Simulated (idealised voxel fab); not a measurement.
process module | voxel tone inversion
cross-section cut | 230 nm wide | cells 5 nm
A cross-section is a grid of square cells, given in bands from the top down. A band is one or more rows of cells.
Each band's line starts with the height of the band's top and of its bottom, in nm. Then come its materials from left to right, each with its width in nm. One material with "throughout" fills the band from edge to edge. "air" is empty space.
Height 0 is the level under which the wafer as received is all one material. The lowest band goes on downwards, as in "0 down".
A width such as "30 to 40" changes by the same amount from each row of cells to the next, from the band's top row to its bottom row.
"no change" after a step means that no cell of the cross-section changed.
closed voids: empty space of 8 cells or more with no open way to the top, each as width x height at its distance from the left edge, in nm
after a step's settings: what the simulator itself notes on the step
overlay nm, on a step with a mask: how far to the right of its planned place the mask lay; to the left if negative
plan
1 op RECEIVE | material Si
2 op CONFORMAL_DEP | material SiN | thk nm 10
3 op DIRECTIONAL_DEP | material aC | thk nm 25
4 op PATTERN | tone cover | mask id POSTS | material resist | width nm 20 | pitch nm 35 | thk nm 35 | overlay nm -15
5 op DIRECTIONAL_ETCH | etch materials aC | depth nm 25
6 op STRIP | etch materials resist
7 op FILL_DEP | material lowk | thk nm 10
8 op CMP | height nm 35
9 op STRIP | etch materials aC
varied across the wafers: overlay nm of step 4. The plan shows the first wafer's value. All wafers start alike
first wafer as received, after step 1
  0 down: Si throughout
  closed voids: none
each wafer at the end: cells of each material gained (+) or lost (-) since it was received, then its closed voids
overlay nm -15 | +92 SiN | +170 lowk | closed voids: none
overlay nm -10 | +92 SiN | +170 lowk | closed voids: none
overlay nm -5 | +92 SiN | +170 lowk | closed voids: none
overlay nm 0 | +92 SiN | +170 lowk | closed voids: none
overlay nm 5 | +92 SiN | +170 lowk | closed voids: none
overlay nm 10 | +92 SiN | +170 lowk | closed voids: none
overlay nm 15 | +92 SiN | +170 lowk | closed voids: none
